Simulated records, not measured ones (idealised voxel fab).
process module | voxel capacitor over wiring
Cross-section cut: width 260 nm, square cells of 5 nm.
Bands, listed from the top down, are how a cross-section gets written in this document; the cross-section itself is a grid of square cells, and a band is one or more rows of them. This entry defines a band. It first specifies the height of the band's top and the height of its bottom in nm, and then specifies the band's materials from left to right, stating each material with its width in nm. The word "all across" identifies a single material that fills the band from edge to edge, while the word "blank" identifies empty space. Where do heights start? At 0: under that level the wafer as delivered is made of one material only. And the lowest band has no floor; it just carries on downward, as in "0 -> down". Quick explanation for "30->40": the width changes in equal steps down the rows of cells, from the first number in the band's top row to the second number in its bottom row. "no change occurred" for a step: no cell of the cross-section changed in that step. Closed empty spaces (no open way to the top) of 8 cells or more are what "Sealed void inventory" lists, each as width x height at distance from the left edge, nm for all three. That trailing text on a step's line, after the settings, is the simulator's own remark on the step. overlay nm: on a step with a mask, how far right of its planned place the mask lay; negative means left.

The process steps that were planned are listed below
step 1: RECEIVE,material Si
step 2: CONFORMAL_DEP,material SiO2,thk nm 15
step 3: DIRECTIONAL_DEP,material TiN,thk nm 5
step 4: DIRECTIONAL_DEP,material Ru,thk nm 25
step 5: PATTERN,tone cover,mask id METAL_1,material resist,width nm 25,pitch nm 95,thk nm 15,overlay nm 0
step 6: DIRECTIONAL_ETCH,etch materials Ru,depth nm 25
step 7: DIRECTIONAL_ETCH,etch materials TiN,depth nm 5
step 8: STRIP,etch materials resist
step 9: FILL_DEP,material SiO2,thk nm 5
step 10: CMP,height nm 45
step 11: CONFORMAL_DEP,material SiCN,thk nm 5
step 12: DIRECTIONAL_DEP,material SiO2,thk nm 10
step 13: DIRECTIONAL_DEP,material aC,thk nm 10
step 14: PATTERN,tone open,mask id PLUG_1,material resist,width nm 15,thk nm 25,overlay nm 0
step 15: DIRECTIONAL_ETCH,etch materials aC,depth nm 10
step 16: STRIP,etch materials resist
step 17: DIRECTIONAL_ETCH,etch materials SiO2,depth nm 10
step 18: DIRECTIONAL_ETCH,etch materials SiCN,depth nm 5
step 19: STRIP,etch materials aC
step 20: EPI,material Ru,thk nm 10
step 21: EPI,material Ru,thk nm 5
step 22: DIRECTIONAL_DEP,material TiN,thk nm 5
step 23: DIRECTIONAL_DEP,material Al2O3,thk nm 5
step 24: DIRECTIONAL_DEP,material TiN,thk nm 5
step 25: MASKED_ETCH,tone cover,mask id UPPER_PLATE,width nm 75,etch materials TiN,depth nm 5,overlay nm 0
step 26: MASKED_ETCH,tone cover,mask id UPPER_PLATE,width nm 75,etch materials Al2O3,depth nm 5,overlay nm 0
step 27: DIRECTIONAL_DEP,material aC,thk nm 15
step 28: PATTERN,tone cover,mask id LOWER_PLATE,material resist,width nm 85,thk nm 30,overlay nm 0
step 29: DIRECTIONAL_ETCH,etch materials aC,depth nm 15
step 30: STRIP,etch materials resist
step 31: DIRECTIONAL_ETCH,etch materials TiN,depth nm 5
step 32: STRIP,etch materials aC
step 33: FILL_DEP,material SiO2,thk nm 15
step 34: CMP,height nm 85
step 35: MASKED_ETCH,tone open,mask id PLUG_2,width nm 15,etch materials SiO2,depth nm 10,overlay nm 0
step 36: CONFORMAL_DEP,material TiN,thk nm 5
step 37: FILL_DEP,material W,thk nm 5
step 38: CMP,height nm 85
step 39: CONFORMAL_DEP,material SiN,thk nm 5

Shown in cross-section is the wafer as received, that is, as it stands after step 1
> 0 -> down | Si all across
> Sealed void inventory: none

The plan above was carried out on the starting structure above with one mistake, and this cross-section shows the wafer at the end of the module
> 90 -> 85 | SiN all across
> 85 -> 80 | SiO2 (90) / TiN (5) / W (5) / TiN (5) / SiO2 (155)
> 80 -> 70 | SiO2 (90->80) / TiN (15->75) / SiO2 (155->105)
> 70 -> 65 | SiO2 (80) / Al2O3 (75) / SiO2 (105)
> 65 -> 60 | SiO2 (75) / TiN (85) / SiO2 (100)
> 60 -> 50 | SiO2 (80) / Ru (15) / SiO2 (165)
> 50 -> 45 | SiCN (80) / Ru (15) / SiCN (165)
> 45 -> 40 | SiO2 (70) / TiN (25) / SiO2 (70) / TiN (25) / SiO2 (70)
> 40 -> 15 | Ru all across
> 15 -> 0 | SiO2 all across
> 0 -> down | Si all across
> Sealed void inventory: none
The plan and the run diverged here: steps 3 and 4 of the plan were run in the wrong order, each in the other's place
